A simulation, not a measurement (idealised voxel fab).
process module | voxel self aligned contacts
cross-section cut | 205 nm wide | cells 5 nm
A cross-section is a grid of square cells, given in bands from the top down. A band is one or more rows of cells.
Each band's line starts with the height of the band's top and of its bottom, in nm. Then come its materials from left to right, each with its width in nm. One material with "throughout" fills the band from edge to edge. "air" is empty space.
Height 0 is the level under which the wafer as received is all one material. The lowest band goes on downwards, as in "0 down".
A width such as "30 to 40" changes by the same amount from each row of cells to the next, from the band's top row to its bottom row.
"no change" after a step means that no cell of the cross-section changed.
closed voids: empty space of 8 cells or more with no open way to the top, each as width x height at its distance from the left edge, in nm
after a step's settings: what the simulator itself notes on the step
overlay nm, on a step with a mask: how far to the right of its planned place the mask lay; to the left if negative
plan
1 op RECEIVE | material Si
2 op OXIDIZE | depth nm 5
3 op DIRECTIONAL_DEP | material polySi | thk nm 30
4 op DIRECTIONAL_DEP | material SiN | thk nm 20
5 op MASKED_ETCH | tone cover | mask id GATE | width nm 25 | pitch nm 60 | etch materials SiN | depth nm 20 | overlay nm 0
6 op MASKED_ETCH | tone cover | mask id GATE | width nm 25 | pitch nm 60 | etch materials polySi | depth nm 20 | overlay nm 0
7 op CONFORMAL_DEP | material SiN | thk nm 5
8 op DIRECTIONAL_ETCH | etch materials SiN | depth nm 5
9 op FILL_DEP | material SiO2 | thk nm 20
10 op CMP | height nm 60
11 op PATTERN | tone open | mask id CONTACT | material resist | width nm 45 | thk nm 20 | overlay nm 0
12 op DIRECTIONAL_ETCH | etch materials SiO2 | depth nm 65
13 op STRIP | etch materials resist
14 op CONFORMAL_DEP | material TiN | thk nm 5
15 op FILL_DEP | material W | thk nm 5
16 op CMP | height nm 60
17 op CONFORMAL_DEP | material SiN | thk nm 5
varied across the wafers: depth nm of step 6. The plan shows the first wafer's value. All wafers start alike
first wafer as received, after step 1
  0 down: Si throughout
  closed voids: none
first wafer at the end, after step 17
  65 to 60: SiN throughout
  60 to 50: SiO2 80 | TiN 5 to 15 | W 35 to 15 | TiN 5 to 15 | SiO2 80
  50 to 30: SiO2 55 | SiN 35 | TiN 5 | W 15 | TiN 5 | SiN 35 | SiO2 55
  30 to 15: SiO2 55 | SiN 5 | polySi 25 | SiN 5 | TiN 5 | W 15 | TiN 5 | SiN 5 | polySi 25 | SiN 5 | SiO2 55
  15 to 10: SiO2 55 | SiN 5 | polySi 25 | SiN 5 | TiN 25 | SiN 5 | polySi 25 | SiN 5 | SiO2 55
  10 to 0: polySi throughout
  0 to -5: SiO2 throughout
  -5 down: Si throughout
  closed voids: none
last wafer at the end
  65 to 60: SiN throughout
  60 to 50: SiO2 80 | TiN 5 to 15 | W 35 to 15 | TiN 5 to 15 | SiO2 80
  50 to 30: SiO2 55 | SiN 35 | TiN 5 | W 15 | TiN 5 | SiN 35 | SiO2 55
  30 to 0: SiO2 55 | SiN 5 | polySi 25 | SiN 5 | TiN 5 | W 15 | TiN 5 | SiN 5 | polySi 25 | SiN 5 | SiO2 55
  0 to -5: SiO2 90 | TiN 25 | SiO2 90
  -5 down: Si throughout
  closed voids: none
each wafer at the end: cells of each material gained (+) or lost (-) since it was received, then its closed voids
depth nm 20 | -41 Si | +113 SiN | +281 SiO2 | +27 TiN | +31 W | +122 polySi | closed voids: none
depth nm 25 | -41 Si | +117 SiN | +303 SiO2 | +29 TiN | +34 W | +91 polySi | closed voids: none
depth nm 30 | -41 Si | +121 SiN | +320 SiO2 | +33 TiN | +40 W | +60 polySi | closed voids: none
depth nm 35 | -41 Si | +121 SiN | +320 SiO2 | +33 TiN | +40 W | +60 polySi | closed voids: none
depth nm 40 | -41 Si | +121 SiN | +320 SiO2 | +33 TiN | +40 W | +60 polySi | closed voids: none
depth nm 45 | -41 Si | +121 SiN | +320 SiO2 | +33 TiN | +40 W | +60 polySi | closed voids: none
